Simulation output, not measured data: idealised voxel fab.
process module | voxel transistor to metal
Displayed cross-section: cut, width of 165 nm, square cells sized 5 nm.
Notation: cross-section as square-cell grid; stated in bands, top first, going down; one or more cell rows per band. In this notation a band is specified by the heights of its top and bottom, in that order and in nm, after which its materials appear from left to right, each paired with its width in nm. The word "edge to edge" attached to a single material means that material fills the band from edge to edge; the word "air" stands for empty space. Measure heights from 0. That's the level where, below it, the as-received wafer is all one material. The lowest band is bottomless and extends downward; write it as in "0 nm and below". Graded width ("30->40"): value in top row of band = first number; value in bottom row = second number; row-to-row change constant. "no change occurred" -> step changed no cross-section cell. Closed-off voids of 8+ cells (no open route to the top) go in "Closed void table", written width x height at distance from the left edge, in nm. Step line, after settings: the simulator's comment on this step. overlay nm: on a step with a mask, how far right of its planned place the mask lay; negative means left.
# Here's what the planned process steps look like
1,RECEIVE,material Si
2,CONFORMAL_DEP,material SiO2,thk nm 5
3,CONFORMAL_DEP,material SiN,thk nm 15
4,PATTERN,tone cover,mask id ACTIVE,material resist,width nm 95,thk nm 15,overlay nm 0
5,DIRECTIONAL_ETCH,etch materials SiN,depth nm 15
6,DIRECTIONAL_ETCH,etch materials SiO2,depth nm 5
7,DIRECTIONAL_ETCH,etch materials Si,depth nm 35
8,STRIP,etch materials resist
9,FILL_DEP,material SiO2,thk nm 15
10,CMP,height nm 20
11,SELECTIVE_ETCH,etch materials SiO2,depth nm 10
12,STRIP,etch materials SiN
13,SELECTIVE_ETCH,etch materials SiO2,depth nm 5
14,OXIDIZE,depth nm 5
15,DIRECTIONAL_DEP,material polySi,thk nm 25
16,DIRECTIONAL_DEP,material SiCN,thk nm 10
17,DIRECTIONAL_DEP,material aC,thk nm 15
18,PATTERN,tone cover,mask id GATE,material resist,width nm 15,thk nm 30,overlay nm 0
19,DIRECTIONAL_ETCH,etch materials aC,depth nm 15
20,STRIP,etch materials resist
21,DIRECTIONAL_ETCH,etch materials SiCN,depth nm 20
22,DIRECTIONAL_ETCH,etch materials polySi,depth nm 35
23,STRIP,etch materials aC
24,CONFORMAL_DEP,material SiN,thk nm 10
25,DIRECTIONAL_ETCH,etch materials SiN,depth nm 10
26,DIRECTIONAL_ETCH,etch materials SiO2,depth nm 5
27,DIRECTIONAL_ETCH,etch materials Si,depth nm 15
28,EPI,material pSi,thk nm 20
29,FILL_DEP,material SiO2,thk nm 5
30,CMP,height nm 35
31,DIRECTIONAL_DEP,material SiO2,thk nm 15
32,PATTERN,tone open,mask id CONTACT,material resist,width nm 30,pitch nm 55,thk nm 15,overlay nm 0
33,DIRECTIONAL_ETCH,etch materials SiO2,depth nm 35
34,STRIP,etch materials resist
35,CONFORMAL_DEP,material TiN,thk nm 5
36,FILL_DEP,material W,thk nm 10
37,CMP,height nm 50
38,CONFORMAL_DEP,material SiCN,thk nm 5
39,DIRECTIONAL_DEP,material SiO2,thk nm 25
40,DIRECTIONAL_DEP,material aC,thk nm 10
41,PATTERN,tone open,mask id METAL_1,material resist,width nm 20,pitch nm 65,thk nm 25,overlay nm 0
42,DIRECTIONAL_ETCH,etch materials aC,depth nm 10
43,STRIP,etch materials resist
44,DIRECTIONAL_ETCH,etch materials SiO2,depth nm 25
45,DIRECTIONAL_ETCH,etch materials SiCN,depth nm 5
46,STRIP,etch materials aC
47,CONFORMAL_DEP,material TiN,thk nm 5
48,FILL_DEP,material Cu,thk nm 5
49,CMP,height nm 80
50,CONFORMAL_DEP,material SiCN,thk nm 5
51,DIRECTIONAL_DEP,material SiO2,thk nm 30
52,DIRECTIONAL_DEP,material aC,thk nm 15
53,PATTERN,tone open,mask id METAL_2,material resist,width nm 20,pitch nm 65,thk nm 35,overlay nm 0
54,DIRECTIONAL_ETCH,etch materials aC,depth nm 15
55,STRIP,etch materials resist
56,DIRECTIONAL_ETCH,etch materials SiO2,depth nm 15
57,STRIP,etch materials aC
58,MASKED_ETCH,tone open,mask id METAL_2_HOLES,width nm 15,pitch nm 65,etch materials SiO2,depth nm 15,overlay nm 0
59,MASKED_ETCH,tone open,mask id METAL_2_HOLES,width nm 15,pitch nm 65,etch materials SiCN,depth nm 5,overlay nm 0
60,CONFORMAL_DEP,material TiN,thk nm 5
61,FILL_DEP,material Cu,thk nm 5
62,CMP,height nm 115
63,CONFORMAL_DEP,material SiN,thk nm 5
# As-received wafer cross-section (after step 1)
	0 nm and below: Si edge to edge
	Closed void table: none
# Cross-sectional image of the first of two wafers at the end of the module, the run having proceeded as planned
	120 nm to 115 nm: SiN edge to edge
	115 nm to 105 nm: 40 of SiO2 | 5 of TiN | 10 of Cu | 5 of TiN | 45 of SiO2 | 5 of TiN | 10 of Cu | 5 of TiN | 40 of SiO2
	105 nm to 100 nm: 40 of SiO2 | 5 of TiN | 5 of Cu | 10 of TiN | 45 of SiO2 | 5 of TiN | 5 of Cu | 10 of TiN | 40 of SiO2
	100 nm to 85 nm: 40 of SiO2 | 5 of TiN | 5 of Cu | 5 of TiN | 50 of SiO2 | 5 of TiN | 5 of Cu | 5 of TiN | 45 of SiO2
	85 nm to 80 nm: 40 of SiCN | 15 of TiN | 50 of SiCN | 15 of TiN | 45 of SiCN
	80 nm to 55 nm: 40 of SiO2 | 5 of TiN | 10 of Cu | 5 of TiN | 45 of SiO2 | 5 of TiN | 10 of Cu | 5 of TiN | 40 of SiO2
	55 nm to 50 nm: 40 of SiCN | 20 of TiN | 45 of SiCN | 20 of TiN | 40 of SiCN
	50 nm to 40 nm: 40 of SiO2 | 5 of TiN | 20 of W | 5 of TiN | 25 of SiO2 | 5 of TiN | 20 of W | 5 of TiN | 40 of SiO2
	40 nm to 35 nm: 40 of SiO2 | 5 of TiN | 15 of W | 10 of TiN | 25 of SiO2 | 10 of TiN | 15 of W | 5 of TiN | 40 of SiO2
	35 nm to 25 nm: 40 of SiO2 | 5 of TiN | 15 of W | 5 of TiN | 10 of SiN | 15 of SiCN | 10 of SiN | 5 of TiN | 15 of W | 5 of TiN | 40 of SiO2
	25 nm to 20 nm: 40 of SiO2 | 5 of TiN | 15 of W | 5 of TiN | 10 of SiN | 15 of polySi | 10 of SiN | 5 of TiN | 15 of W | 5 of TiN | 40 of SiO2
	20 nm to 15 nm: 40 of SiO2 | 25 of TiN | 10 of SiN | 15 of polySi | 10 of SiN | 25 of TiN | 40 of SiO2
	15 nm to 5 nm: 30 of SiO2 | 35 of pSi | 10 of SiN | 15 of polySi | 10 of SiN | 35 of pSi | 30 of SiO2
	5 nm to 0 nm: 30 of SiO2 | 10 of SiN | 25 of pSi | 10 of SiN | 15 of polySi | 10 of SiN | 25 of pSi | 10 of SiN | 30 of SiO2
	0 nm to -5 nm: 40 of SiO2 | 25 of pSi | 35 of SiO2 | 25 of pSi | 40 of SiO2
	-5 nm to -20 nm: 35 of SiO2 | 5 of Si | 25 of pSi | 35 of Si | 25 of pSi | 5 of Si | 35 of SiO2
	-20 nm to -35 nm: 35 of SiO2 | 95 of Si | 35 of SiO2
	-35 nm and below: Si edge to edge
	Closed void table: none
# Cross-sectional view of the second of two wafers upon completion of the module. This wafer shared its starting condition and process plan with the first; one error was made during its execution
	120 nm to 115 nm: SiN edge to edge
	115 nm to 105 nm: 40 of SiO2 | 5 of TiN | 10 of Cu | 5 of TiN | 45 of SiO2 | 5 of TiN | 10 of Cu | 5 of TiN | 40 of SiO2
	105 nm to 100 nm: 40 of SiO2 | 5 of TiN | 5 of Cu | 10 of TiN | 45 of SiO2 | 5 of TiN | 5 of Cu | 10 of TiN | 40 of SiO2
	100 nm to 85 nm: 40 of SiO2 | 5 of TiN | 5 of Cu | 5 of TiN | 50 of SiO2 | 5 of TiN | 5 of Cu | 5 of TiN | 45 of SiO2
	85 nm to 80 nm: 40 of SiCN | 15 of TiN | 50 of SiCN | 15 of TiN | 45 of SiCN
	80 nm to 55 nm: 40 of SiO2 | 5 of TiN | 10 of Cu | 5 of TiN | 45 of SiO2 | 5 of TiN | 10 of Cu | 5 of TiN | 40 of SiO2
	55 nm to 50 nm: 40 of SiCN | 20 of TiN | 45 of SiCN | 20 of TiN | 40 of SiCN
	50 nm to 40 nm: 40 of SiO2 | 5 of TiN | 20 of W | 5 of TiN | 25 of SiO2 | 5 of TiN | 20 of W | 5 of TiN | 40 of SiO2
	40 nm to 35 nm: 40 of SiO2 | 5 of TiN | 15 of W | 10 of TiN | 25 of SiO2 | 10 of TiN | 15 of W | 5 of TiN | 40 of SiO2
	35 nm to 25 nm: 40 of SiO2 | 5 of TiN | 15 of W | 5 of TiN | 10 of SiN | 15 of SiCN | 10 of SiN | 5 of TiN | 15 of W | 5 of TiN | 40 of SiO2
	25 nm to 20 nm: 40 of SiO2 | 5 of TiN | 15 of W | 5 of TiN | 10 of SiN | 15 of polySi | 10 of SiN | 5 of TiN | 15 of W | 5 of TiN | 40 of SiO2
	20 nm to 15 nm: 40 of SiO2 | 25 of TiN | 10 of SiN | 15 of polySi | 10 of SiN | 25 of TiN | 40 of SiO2
	15 nm to 5 nm: 30 of SiO2 | 35 of pSi | 10 of SiN | 15 of polySi | 10 of SiN | 35 of pSi | 30 of SiO2
	5 nm to 0 nm: 30 of SiO2 | 10 of SiN | 25 of pSi | 10 of SiN | 15 of polySi | 10 of SiN | 25 of pSi | 10 of SiN | 30 of SiO2
	0 nm to -5 nm: 40 of SiO2 | 25 of pSi | 35 of SiO2 | 25 of pSi | 40 of SiO2
	-5 nm to -20 nm: 35 of SiO2 | 5 of Si | 25 of pSi | 35 of Si | 25 of pSi | 5 of Si | 35 of SiO2
	-20 nm to -70 nm: 35 of SiO2 | 95 of Si | 35 of SiO2
	-70 nm and below: Si edge to edge
	Closed void table: none
Run error: it should be noted that step 7 of the plan was executed twice
End of process, cell counts, second wafer against first, materials with more or fewer: Si: 98 fewer | SiO2: 98 more
